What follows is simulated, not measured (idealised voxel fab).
Process module under the name voxel ribs on slabs
Shown is cross-section cut, with a width of 255 nm and square cells of size 5 nm.
Format of a cross-section: grid, square cells. Given as bands. Order: top down. Band: one or more rows of cells.
It is stipulated that each band's entry specify, in nanometres, the height of the top of the band and then that of its bottom, followed by the materials of the band in left-to-right sequence, each together with its width in nanometres. A single material marked by the word "throughout" is understood to fill the band from edge to edge; the word "empty" is understood to denote empty space.
Counting heights begins at 0, where everything beneath is, in the wafer as received, one material. The lowest band has no bottom; it goes on downwards, as "0 down" shows.
The two numbers in a width such as "30 to 40" mark its ends across the band: the first belongs to the top row of cells, the second to the bottom row, and from each row to the next the width moves by the same amount.
The designation "left unchanged", where it is given for a processing step, indicates that no cell of the cross-section was altered in the course of that step.
Listed in "Sealed internal voids": every empty space of 8 or more cells without an open way to the top. Form: width x height at distance, the distance being from the left edge, all in nm.
On each step's line, the part that comes after the settings is the simulator's own comment on the step.
overlay nm: mask offset rightward from planned place, masked step; negative means leftward offset.
# This section lists the process steps that were planned
step 1: RECEIVE [material Si]
step 2: DIRECTIONAL_DEP [material SiO2] [thk nm 30]
step 3: DIRECTIONAL_DEP [material SiN] [thk nm 15]
step 4: MASKED_ETCH [tone cover] [mask id RIB] [width nm 15] [etch materials SiN] [depth nm 5] [overlay nm 0]
step 5: PATTERN [tone cover] [mask id SLAB] [material resist] [width nm 70] [thk nm 20] [overlay nm 0]
step 6: DIRECTIONAL_ETCH [etch materials SiN] [depth nm 10]
step 7: STRIP [etch materials resist]
step 8: FILL_DEP [material SiO2] [thk nm 25]
step 9: CMP [height nm 60]
step 10: DIRECTIONAL_DEP [material W] [thk nm 10]
step 11: DIRECTIONAL_DEP [material aC] [thk nm 15]
step 12: PATTERN [tone cover] [mask id HEATER] [material resist] [width nm 30] [thk nm 35] [overlay nm 0]
step 13: DIRECTIONAL_ETCH [etch materials aC] [depth nm 15]
step 14: STRIP [etch materials resist]
step 15: DIRECTIONAL_ETCH [etch materials W] [depth nm 10]
step 16: STRIP [etch materials aC]
step 17: CONFORMAL_DEP [material SiO2] [thk nm 5]
Same starting wafers, different width nm at step 4. Plan value belongs to the first wafer.
# Received wafers, first of several: cross-section after step 1
    0 down = Si throughout
    Sealed internal voids: none
# After the module's final step, step 17: the first of several wafers in cross-section
    75 to 70 = empty=105 / SiO2=40 / empty=110
    70 to 65 = empty=105 / SiO2=5 / W=30 / SiO2=5 / empty=110
    65 to 60 = SiO2=110 / W=30 / SiO2=115
    60 to 45 = SiO2 throughout
    45 to 40 = SiO2=120 / SiN=15 / SiO2=120
    40 to 30 = SiO2=90 / SiN=70 / SiO2=95
    30 to 0 = SiO2 throughout
    0 down = Si throughout
    Sealed internal voids: none
# Cross-sectional view, end of module, last wafer of several
    75 to 70 = empty=105 / SiO2=40 / empty=110
    70 to 65 = empty=105 / SiO2=5 / W=30 / SiO2=5 / empty=110
    65 to 60 = SiO2=110 / W=30 / SiO2=115
    60 to 45 = SiO2 throughout
    45 to 40 = SiO2=110 / SiN=35 / SiO2=110
    40 to 30 = SiO2=90 / SiN=70 / SiO2=95
    30 to 0 = SiO2 throughout
    0 down = Si throughout
    Sealed internal voids: none
# each wafer at the end: cells of each material gained (+) or lost (-) since it was received, then its closed voids
width nm 15; +31 SiN; +636 SiO2; +12 W; Sealed internal voids: none
width nm 20; +32 SiN; +635 SiO2; +12 W; Sealed internal voids: none
width nm 25; +33 SiN; +634 SiO2; +12 W; Sealed internal voids: none
width nm 30; +34 SiN; +633 SiO2; +12 W; Sealed internal voids: none
width nm 35; +35 SiN; +632 SiO2; +12 W; Sealed internal voids: none
